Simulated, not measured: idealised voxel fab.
The document below concerns the process module designated voxel self aligned contacts.
cross-section cut | 220 nm wide | cells 5 nm
Throughout this document, each cross-section is represented as a grid of square cells and is presented as a sequence of bands enumerated from the top downward, where a band comprises one or more rows of cells.
Band: top and bottom heights (nm) first, top before bottom; then materials from left to right, widths in nm. "full width" marks a sole material filling the band edge to edge. "empty" denotes empty space.
Heights are expressed relative to 0, this being the level below which the as-received wafer comprises one material exclusively. The lowest band is unbounded in the downward direction and is denoted as in "0 -> down".
Width: "30->40" (first number = top row, second number = bottom row, same change from row to row of cells).
"remained unchanged" means the step left every cell of the cross-section as it was.
The list in "Entrapped voids" covers empty spaces of 8 cells or more that cannot reach the top through any open way, and it gives each as width x height at distance; the distance is from the left edge, and width, height and distance are in nm.
Past the settings on a step's line: simulator remark, on that step.
For masked steps, "overlay nm" on the step line gives how far right of plan the mask actually lay; a minus sign means it lay to the left.
If you're wondering how to read the rest of this, here's the deal. It's pairs of cross-sections: one from before a process step, one from after it. The after one is only drawn as far down as the lowest band that changed. Right under each pair you'll see which step sits between them and what its settings were. Don't read the pairs as one continuous story, though. They can come from different runs of this module on the same starting wafer, and a pair only carries on from the one above it where its entry headed "Before-step section" says so.

Before-step section
- 55 -> 30: SiN full width
- 30 -> 0: polySi full width
- 0 -> -5: SiO2 full width
- -5 -> down: Si full width
- Entrapped voids: none

Sectional View, Post-Process
- 70 -> 55: empty (25) | resist (35) | empty (35) | resist (35) | empty (35) | resist (35) | empty (20)
- At heights below 55, the structure remains unaltered.
- Entrapped voids: none
What was done to get from the before section above to the after section? PATTERN,tone cover,mask id GATE,material resist,width nm 35,pitch nm 70,thk nm 15,overlay nm 0

Before-step section: same picture as after in the pair right above, so we don't repeat it.

Sectional View, Post-Process
- 70 -> 55: empty (25) | resist (35) | empty (35) | resist (35) | empty (35) | resist (35) | empty (20)
- 55 -> 30: empty (25) | SiN (35) | empty (35) | SiN (35) | empty (35) | SiN (35) | empty (20)
- At heights below 30, the structure remains unaltered.
- Entrapped voids: none
What was done to get from the before section above to the after section? DIRECTIONAL_ETCH,etch materials SiN,depth nm 25

Before-step section: same picture as after in the pair right above, so we don't repeat it.

Sectional View, Post-Process
- 70 -> 55: empty (25) | resist (35) | empty (35) | resist (35) | empty (35) | resist (35) | empty (20)
- 55 -> 30: empty (25) | SiN (35) | empty (35) | SiN (35) | empty (35) | SiN (35) | empty (20)
- 30 -> 0: empty (25) | polySi (35) | empty (35) | polySi (35) | empty (35) | polySi (35) | empty (20)
- At heights below 0, the structure remains unaltered.
- Entrapped voids: none
What was done to get from the before section above to the after section? DIRECTIONAL_ETCH,etch materials polySi,depth nm 30

Before-step section: same picture as after in the pair right above, so we don't repeat it.

Sectional View, Post-Process
- 55 -> 30: empty (25) | SiN (35) | empty (35) | SiN (35) | empty (35) | SiN (35) | empty (20)
- At heights below 30, the structure remains unaltered.
- Entrapped voids: none
What was done to get from the before section above to the after section? STRIP,etch materials resist

Before-step section: same picture as after in the pair right above, so we don't repeat it.

Sectional View, Post-Process
- 65 -> 30: empty (15) | SiN (55) | empty (15) | SiN (55) | empty (15) | SiN (55) | empty (10)
- 30 -> 10: empty (15) | SiN (10) | polySi (35) | SiN (10) | empty (15) | SiN (10) | polySi (35) | SiN (10) | empty (15) | SiN (10) | polySi (35) | SiN (10) | empty (10)
- 10 -> 0: SiN (25) | polySi (35) | SiN (35) | polySi (35) | SiN (35) | polySi (35) | SiN (20)
- At heights below 0, the structure remains unaltered.
- Entrapped voids: none
What was done to get from the before section above to the after section? CONFORMAL_DEP,material SiN,thk nm 10

Before-step section: same picture as after in the pair right above, so we don't repeat it.

Sectional View, Post-Process
- 55 -> 30: empty (15) | SiN (55) | empty (15) | SiN (55) | empty (15) | SiN (55) | empty (10)
- 30 -> 0: empty (15) | SiN (10) | polySi (35) | SiN (10) | empty (15) | SiN (10) | polySi (35) | SiN (10) | empty (15) | SiN (10) | polySi (35) | SiN (10) | empty (10)
- At heights below 0, the structure remains unaltered.
- Entrapped voids: none
What was done to get from the before section above to the after section? DIRECTIONAL_ETCH,etch materials SiN,depth nm 10

Before-step section: same picture as after in the pair right above, so we don't repeat it.

Sectional View, Post-Process
- 70 -> 55: SiO2 full width
- 55 -> 30: SiO2 (15) | SiN (55) | SiO2 (15) | SiN (55) | SiO2 (15) | SiN (55) | SiO2 (10)
- 30 -> 0: SiO2 (15) | SiN (10) | polySi (35) | SiN (10) | SiO2 (15) | SiN (10) | polySi (35) | SiN (10) | SiO2 (15) | SiN (10) | polySi (35) | SiN (10) | SiO2 (10)
- At heights below 0, the structure remains unaltered.
- Entrapped voids: none
What was done to get from the before section above to the after section? FILL_DEP,material SiO2,thk nm 15

Before-step section: same picture as after in the pair right above, so we don't repeat it.

Sectional View, Post-Process
- 60 -> 55: SiO2 full width
- At heights below 55, the structure remains unaltered.
- Entrapped voids: none
What was done to get from the before section above to the after section? CMP,height nm 60

Before-step section: same picture as after in the pair right above, so we don't repeat it.

Sectional View, Post-Process
- 75 -> 60: resist (50) | empty (50) | resist (20) | empty (50) | resist (50)
- At heights below 60, the structure remains unaltered.
- Entrapped voids: none
What was done to get from the before section above to the after section? PATTERN,tone open,mask id CONTACT,material resist,width nm 50,pitch nm 70,thk nm 15,overlay nm 0

Before-step section: same picture as after in the pair right above, so we don't repeat it.

Sectional View, Post-Process
- 75 -> 60: resist (50) | empty (50) | resist (20) | empty (50) | resist (50)
- 60 -> 55: SiO2 (50) | empty (50) | SiO2 (20) | empty (50) | SiO2 (50)
- 55 -> 30: SiO2 (15) | SiN (55) | empty (15) | SiN (55) | empty (15) | SiN (55) | SiO2 (10)
- 30 -> 0: SiO2 (15) | SiN (10) | polySi (35) | SiN (10) | empty (15) | SiN (10) | polySi (35) | SiN (10) | empty (15) | SiN (10) | polySi (35) | SiN (10) | SiO2 (10)
- 0 -> -5: SiO2 (70) | empty (15) | SiO2 (55) | empty (15) | SiO2 (65)
- At heights below -5, the structure remains unaltered.
- Entrapped voids: none
What was done to get from the before section above to the after section? DIRECTIONAL_ETCH,etch materials SiO2,depth nm 65

Before-step section: same picture as after in the pair right above, so we don't repeat it.

Sectional View, Post-Process
- 60 -> 55: SiO2 (50) | empty (50) | SiO2 (20) | empty (50) | SiO2 (50)
- At heights below 55, the structure remains unaltered.
- Entrapped voids: none
What was done to get from the before section above to the after section? STRIP,etch materials resist

Before-step section: same picture as after in the pair right above, so we don't repeat it.

Sectional View, Post-Process
- 65 -> 60: TiN (55) | empty (40) | TiN (30) | empty (40) | TiN (55)
- 60 -> 55: SiO2 (50) | TiN (25) | empty (5) | TiN (20) | SiO2 (20) | TiN (25) | empty (5) | TiN (20) | SiO2 (50)
- 55 -> 30: SiO2 (15) | SiN (55) | TiN (5) | empty (5) | TiN (5) | SiN (55) | TiN (5) | empty (5) | TiN (5) | SiN (55) | SiO2 (10)
- 30 -> 0: SiO2 (15) | SiN (10) | polySi (35) | SiN (10) | TiN (5) | empty (5) | TiN (5) | SiN (10) | polySi (35) | SiN (10) | TiN (5) | empty (5) | TiN (5) | SiN (10) | polySi (35) | SiN (10) | SiO2 (10)
- 0 -> -5: SiO2 (70) | TiN (15) | SiO2 (55) | TiN (15) | SiO2 (65)
- At heights below -5, the structure remains unaltered.
- Entrapped voids: none
What was done to get from the before section above to the after section? CONFORMAL_DEP,material TiN,thk nm 5

Before-step section: same picture as after in the pair right above, so we don't repeat it.

Sectional View, Post-Process
- 75 -> 65: W full width
- 65 -> 60: TiN (55) | W (40) | TiN (30) | W (40) | TiN (55)
- 60 -> 55: SiO2 (50) | TiN (25) | W (5) | TiN (20) | SiO2 (20) | TiN (25) | W (5) | TiN (20) | SiO2 (50)
- 55 -> 30: SiO2 (15) | SiN (55) | TiN (5) | W (5) | TiN (5) | SiN (55) | TiN (5) | W (5) | TiN (5) | SiN (55) | SiO2 (10)
- 30 -> 0: SiO2 (15) | SiN (10) | polySi (35) | SiN (10) | TiN (5) | W (5) | TiN (5) | SiN (10) | polySi (35) | SiN (10) | TiN (5) | W (5) | TiN (5) | SiN (10) | polySi (35) | SiN (10) | SiO2 (10)
- At heights below 0, the structure remains unaltered.
- Entrapped voids: none
What was done to get from the before section above to the after section? FILL_DEP,material W,thk nm 10

Before-step section: same picture as after in the pair right above, so we don't repeat it.

Sectional View, Post-Process
- 60 -> 55: SiO2 (50) | TiN (25) | W (5) | TiN (20) | SiO2 (20) | TiN (25) | W (5) | TiN (20) | SiO2 (50)
- At heights below 55, the structure remains unaltered.
- Entrapped voids: none
What was done to get from the before section above to the after section? CMP,height nm 60

Before-step section: same picture as after in the pair right above, so we don't repeat it.

Sectional View, Post-Process
- 65 -> 60: SiN full width
- At heights below 60, the structure remains unaltered.
- Entrapped voids: none
What was done to get from the before section above to the after section? CONFORMAL_DEP,material SiN,thk nm 5

Before-step section
- 60 -> 55: SiO2 full width
- 55 -> 30: SiO2 (15) | SiN (50) | SiO2 (20) | SiN (50) | SiO2 (20) | SiN (50) | SiO2 (15)
- 30 -> 0: SiO2 (15) | SiN (10) | polySi (30) | SiN (10) | SiO2 (20) | SiN (10) | polySi (30) | SiN (10) | SiO2 (20) | SiN (10) | polySi (30) | SiN (10) | SiO2 (15)
- 0 -> -5: SiO2 full width
- -5 -> down: Si full width
- Entrapped voids: none

Sectional View, Post-Process
- 75 -> 60: resist (45) | empty (50) | resist (20) | empty (50) | resist (55)
- At heights below 60, the structure remains unaltered.
- Entrapped voids: none
What was done to get from the before section above to the after section? PATTERN,tone open,mask id CONTACT,material resist,width nm 50,pitch nm 70,thk nm 15,overlay nm -5

Before-step section: same picture as after in the pair right above, so we don't repeat it.

Sectional View, Post-Process
- 75 -> 60: resist (45) | empty (50) | resist (20) | empty (50) | resist (55)
- 60 -> 55: SiO2 (45) | empty (50) | SiO2 (20) | empty (50) | SiO2 (55)
- 55 -> 30: SiO2 (15) | SiN (50) | empty (20) | SiN (50) | empty (20) | SiN (50) | SiO2 (15)
- 30 -> 0: SiO2 (15) | SiN (10) | polySi (30) | SiN (10) | empty (20) | SiN (10) | polySi (30) | SiN (10) | empty (20) | SiN (10) | polySi (30) | SiN (10) | SiO2 (15)
- 0 -> -5: SiO2 (65) | empty (20) | SiO2 (50) | empty (20) | SiO2 (65)
- At heights below -5, the structure remains unaltered.
- Entrapped voids: none
What was done to get from the before section above to the after section? DIRECTIONAL_ETCH,etch materials SiO2,depth nm 65

Before-step section: same picture as after in the pair right above, so we don't repeat it.

Sectional View, Post-Process
- 60 -> 55: SiO2 (45) | empty (50) | SiO2 (20) | empty (50) | SiO2 (55)
- At heights below 55, the structure remains unaltered.
- Entrapped voids: none
What was done to get from the before section above to the after section? STRIP,etch materials resist

Before-step section: same picture as after in the pair right above, so we don't repeat it.

Sectional View, Post-Process
- 65 -> 60: TiN (50) | empty (40) | TiN (30) | empty (40) | TiN (60)
- 60 -> 55: SiO2 (45) | TiN (25) | empty (10) | TiN (15) | SiO2 (20) | TiN (25) | empty (10) | TiN (15) | SiO2 (55)
- 55 -> 30: SiO2 (15) | SiN (50) | TiN (5) | empty (10) | TiN (5) | SiN (50) | TiN (5) | empty (10) | TiN (5) | SiN (50) | SiO2 (15)
- 30 -> 0: SiO2 (15) | SiN (10) | polySi (30) | SiN (10) | TiN (5) | empty (10) | TiN (5) | SiN (10) | polySi (30) | SiN (10) | TiN (5) | empty (10) | TiN (5) | SiN (10) | polySi (30) | SiN (10) | SiO2 (15)
- 0 -> -5: SiO2 (65) | TiN (20) | SiO2 (50) | TiN (20) | SiO2 (65)
- At heights below -5, the structure remains unaltered.
- Entrapped voids: none
What was done to get from the before section above to the after section? CONFORMAL_DEP,material TiN,thk nm 5

Before-step section: same picture as after in the pair right above, so we don't repeat it.

Sectional View, Post-Process
- 75 -> 65: W full width
- 65 -> 60: TiN (50) | W (40) | TiN (30) | W (40) | TiN (60)
- 60 -> 55: SiO2 (45) | TiN (25) | W (10) | TiN (15) | SiO2 (20) | TiN (25) | W (10) | TiN (15) | SiO2 (55)
- 55 -> 30: SiO2 (15) | SiN (50) | TiN (5) | W (10) | TiN (5) | SiN (50) | TiN (5) | W (10) | TiN (5) | SiN (50) | SiO2 (15)
- 30 -> 0: SiO2 (15) | SiN (10) | polySi (30) | SiN (10) | TiN (5) | W (10) | TiN (5) | SiN (10) | polySi (30) | SiN (10) | TiN (5) | W (10) | TiN (5) | SiN (10) | polySi (30) | SiN (10) | SiO2 (15)
- At heights below 0, the structure remains unaltered.
- Entrapped voids: none
What was done to get from the before section above to the after section? FILL_DEP,material W,thk nm 10

Before-step section: same picture as after in the pair right above, so we don't repeat it.

Sectional View, Post-Process
- 60 -> 55: SiO2 (45) | TiN (25) | W (10) | TiN (15) | SiO2 (20) | TiN (25) | W (10) | TiN (15) | SiO2 (55)
- At heights below 55, the structure remains unaltered.
- Entrapped voids: none
What was done to get from the before section above to the after section? CMP,height nm 60

Before-step section: same picture as after in the pair right above, so we don't repeat it.

Sectional View, Post-Process
- 65 -> 60: SiN full width
- At heights below 60, the structure remains unaltered.
- Entrapped voids: none
What was done to get from the before section above to the after section? CONFORMAL_DEP,material SiN,thk nm 5

Before-step section
- 30 -> 0: polySi full width
- 0 -> -5: SiO2 full width
- -5 -> down: Si full width
- Entrapped voids: none

Sectional View, Post-Process
- 55 -> 30: W full width
- At heights below 30, the structure remains unaltered.
- Entrapped voids: none
What was done to get from the before section above to the after section? DIRECTIONAL_DEP,material W,thk nm 25

Before-step section: same picture as after in the pair right above, so we don't repeat it.

Sectional View, Post-Process
- 70 -> 55: empty (25) | resist (30) | empty (40) | resist (30) | empty (40) | resist (30) | empty (25)
- At heights below 55, the structure remains unaltered.
- Entrapped voids: none
What was done to get from the before section above to the after section? PATTERN,tone cover,mask id GATE,material resist,width nm 30,pitch nm 70,thk nm 15,overlay nm 0

Before-step section: same picture as after in the pair right above, so we don't repeat it.

Sectional View, Post-Process
- 55 -> 30: W full width
- At heights below 30, the structure remains unaltered.
- Entrapped voids: none
What was done to get from the before section above to the after section? STRIP,etch materials resist

Before-step section: same picture as after in the pair right above, so we don't repeat it.

Sectional View, Post-Process
- 65 -> 55: SiN full width
- At heights below 55, the structure remains unaltered.
- Entrapped voids: none
What was done to get from the before section above to the after section? CONFORMAL_DEP,material SiN,thk nm 10

Before-step section: same picture as after in the pair right above, so we don't repeat it.

Sectional View, Post-Process
- 55 -> 30: W full width
- At heights below 30, the structure remains unaltered.
- Entrapped voids: none
What was done to get from the before section above to the after section? DIRECTIONAL_ETCH,etch materials SiN,depth nm 10

Before-step section: same picture as after in the pair right above, so we don't repeat it.

Sectional View, Post-Process
- 70 -> 55: SiO2 full width
- At heights below 55, the structure remains unaltered.
- Entrapped voids: none
What was done to get from the before section above to the after section? FILL_DEP,material SiO2,thk nm 15

Before-step section: same picture as after in the pair right above, so we don't repeat it.

Sectional View, Post-Process
- 60 -> 55: SiO2 full width
- At heights below 55, the structure remains unaltered.
- Entrapped voids: none
What was done to get from the before section above to the after section? CMP,height nm 60

Before-step section: same picture as after in the pair right above, so we don't repeat it.

Sectional View, Post-Process
- 75 -> 60: resist (50) | empty (50) | resist (20) | empty (50) | resist (50)
- At heights below 60, the structure remains unaltered.
- Entrapped voids: none
What was done to get from the before section above to the after section? PATTERN,tone open,mask id CONTACT,material resist,width nm 50,pitch nm 70,thk nm 15,overlay nm 0

Before-step section: same picture as after in the pair right above, so we don't repeat it.

Sectional View, Post-Process
- 75 -> 60: resist (50) | empty (50) | resist (20) | empty (50) | resist (50)
- 60 -> 55: SiO2 (50) | empty (50) | SiO2 (20) | empty (50) | SiO2 (50)
- At heights below 55, the structure remains unaltered.
- Entrapped voids: none
What was done to get from the before section above to the after section? DIRECTIONAL_ETCH,etch materials SiO2,depth nm 65

Before-step section: same picture as after in the pair right above, so we don't repeat it.

Sectional View, Post-Process
- 60 -> 55: SiO2 (50) | empty (50) | SiO2 (20) | empty (50) | SiO2 (50)
- At heights below 55, the structure remains unaltered.
- Entrapped voids: none
What was done to get from the before section above to the after section? STRIP,etch materials resist

Before-step section: same picture as after in the pair right above, so we don't repeat it.

Sectional View, Post-Process
- 65 -> 60: TiN (55) | empty (40) | TiN (30) | empty (40) | TiN (55)
- 60 -> 55: SiO2 (50) | TiN (50) | SiO2 (20) | TiN (50) | SiO2 (50)
- At heights below 55, the structure remains unaltered.
- Entrapped voids: none
What was done to get from the before section above to the after section? CONFORMAL_DEP,material TiN,thk nm 5

Before-step section: same picture as after in the pair right above, so we don't repeat it.

Sectional View, Post-Process
- 75 -> 65: W full width
- 65 -> 60: TiN (55) | W (40) | TiN (30) | W (40) | TiN (55)
- At heights below 60, the structure remains unaltered.
- Entrapped voids: none
What was done to get from the before section above to the after section? FILL_DEP,material W,thk nm 10

Before-step section: same picture as after in the pair right above, so we don't repeat it.

Sectional View, Post-Process
- 60 -> 55: SiO2 (50) | TiN (50) | SiO2 (20) | TiN (50) | SiO2 (50)
- At heights below 55, the structure remains unaltered.
- Entrapped voids: none
What was done to get from the before section above to the after section? CMP,height nm 60

Before-step section: same picture as after in the pair right above, so we don't repeat it.

Sectional View, Post-Process
- 65 -> 60: SiN full width
- At heights below 60, the structure remains unaltered.
- Entrapped voids: none
What was done to get from the before section above to the after section? CONFORMAL_DEP,material SiN,thk nm 5

Before-step section
- 60 -> 55: SiO2 full width
- 55 -> 30: SiO2 (15) | SiN (50) | SiO2 (20) | SiN (50) | SiO2 (20) | SiN (50) | SiO2 (15)
- 30 -> 0: SiO2 (15) | SiN (10) | polySi (30) | SiN (10) | SiO2 (20) | SiN (10) | polySi (30) | SiN (10) | SiO2 (20) | SiN (10) | polySi (30) | SiN (10) | SiO2 (15)
- 0 -> -5: SiO2 full width
- -5 -> down: Si full width
- Entrapped voids: none

Sectional View, Post-Process
- 75 -> 60: empty (50) | resist (50) | empty (20) | resist (50) | empty (50)
- At heights below 60, the structure remains unaltered.
- Entrapped voids: none
What was done to get from the before section above to the after section? PATTERN,tone cover,mask id CONTACT,material resist,width nm 50,pitch nm 70,thk nm 15,overlay nm 0

Before-step section: same picture as after in the pair right above, so we don't repeat it.

Sectional View, Post-Process
- 75 -> 60: empty (50) | resist (50) | empty (20) | resist (50) | empty (50)
- 60 -> 55: empty (50) | SiO2 (50) | empty (20) | SiO2 (50) | empty (50)
- 55 -> 30: empty (15) | SiN (50) | SiO2 (20) | SiN (50) | SiO2 (20) | SiN (50) | empty (15)
- 30 -> 0: empty (15) | SiN (10) | polySi (30) | SiN (10) | SiO2 (20) | SiN (10) | polySi (30) | SiN (10) | SiO2 (20) | SiN (10) | polySi (30) | SiN (10) | empty (15)
- 0 -> -5: empty (15) | SiO2 (190) | empty (15)
- At heights below -5, the structure remains unaltered.
- Entrapped voids: none
What was done to get from the before section above to the after section? DIRECTIONAL_ETCH,etch materials SiO2,depth nm 65

Before-step section: same picture as after in the pair right above, so we don't repeat it.

Sectional View, Post-Process
- 60 -> 55: empty (50) | SiO2 (50) | empty (20) | SiO2 (50) | empty (50)
- At heights below 55, the structure remains unaltered.
- Entrapped voids: none
What was done to get from the before section above to the after section? STRIP,etch materials resist

Before-step section: same picture as after in the pair right above, so we don't repeat it.

Sectional View, Post-Process
- 65 -> 60: empty (45) | TiN (60) | empty (10) | TiN (60) | empty (45)
- 60 -> 55: empty (10) | TiN (40) | SiO2 (50) | TiN (20) | SiO2 (50) | TiN (40) | empty (10)
- 55 -> 30: empty (10) | TiN (5) | SiN (50) | SiO2 (20) | SiN (50) | SiO2 (20) | SiN (50) | TiN (5) | empty (10)
- 30 -> 0: empty (10) | TiN (5) | SiN (10) | polySi (30) | SiN (10) | SiO2 (20) | SiN (10) | polySi (30) | SiN (10) | SiO2 (20) | SiN (10) | polySi (30) | SiN (10) | TiN (5) | empty (10)
- 0 -> -5: TiN (15) | SiO2 (190) | TiN (15)
- At heights below -5, the structure remains unaltered.
- Entrapped voids: none
What was done to get from the before section above to the after section? CONFORMAL_DEP,material TiN,thk nm 5

Before-step section: same picture as after in the pair right above, so we don't repeat it.

Sectional View, Post-Process
- 75 -> 65: W full width
- 65 -> 60: W (45) | TiN (60) | W (10) | TiN (60) | W (45)
- 60 -> 55: W (10) | TiN (40) | SiO2 (50) | TiN (20) | SiO2 (50) | TiN (40) | W (10)
- 55 -> 30: W (10) | TiN (5) | SiN (50) | SiO2 (20) | SiN (50) | SiO2 (20) | SiN (50) | TiN (5) | W (10)
- 30 -> 0: W (10) | TiN (5) | SiN (10) | polySi (30) | SiN (10) | SiO2 (20) | SiN (10) | polySi (30) | SiN (10) | SiO2 (20) | SiN (10) | polySi (30) | SiN (10) | TiN (5) | W (10)
- At heights below 0, the structure remains unaltered.
- Entrapped voids: none
What was done to get from the before section above to the after section? FILL_DEP,material W,thk nm 10

Before-step section: same picture as after in the pair right above, so we don't repeat it.

Sectional View, Post-Process
- 60 -> 55: W (10) | TiN (40) | SiO2 (50) | TiN (20) | SiO2 (50) | TiN (40) | W (10)
- At heights below 55, the structure remains unaltered.
- Entrapped voids: none
What was done to get from the before section above to the after section? CMP,height nm 60

Before-step section: same picture as after in the pair right above, so we don't repeat it.

Sectional View, Post-Process
- 65 -> 60: SiN full width
- At heights below 60, the structure remains unaltered.
- Entrapped voids: none
What was done to get from the before section above to the after section? CONFORMAL_DEP,material SiN,thk nm 5
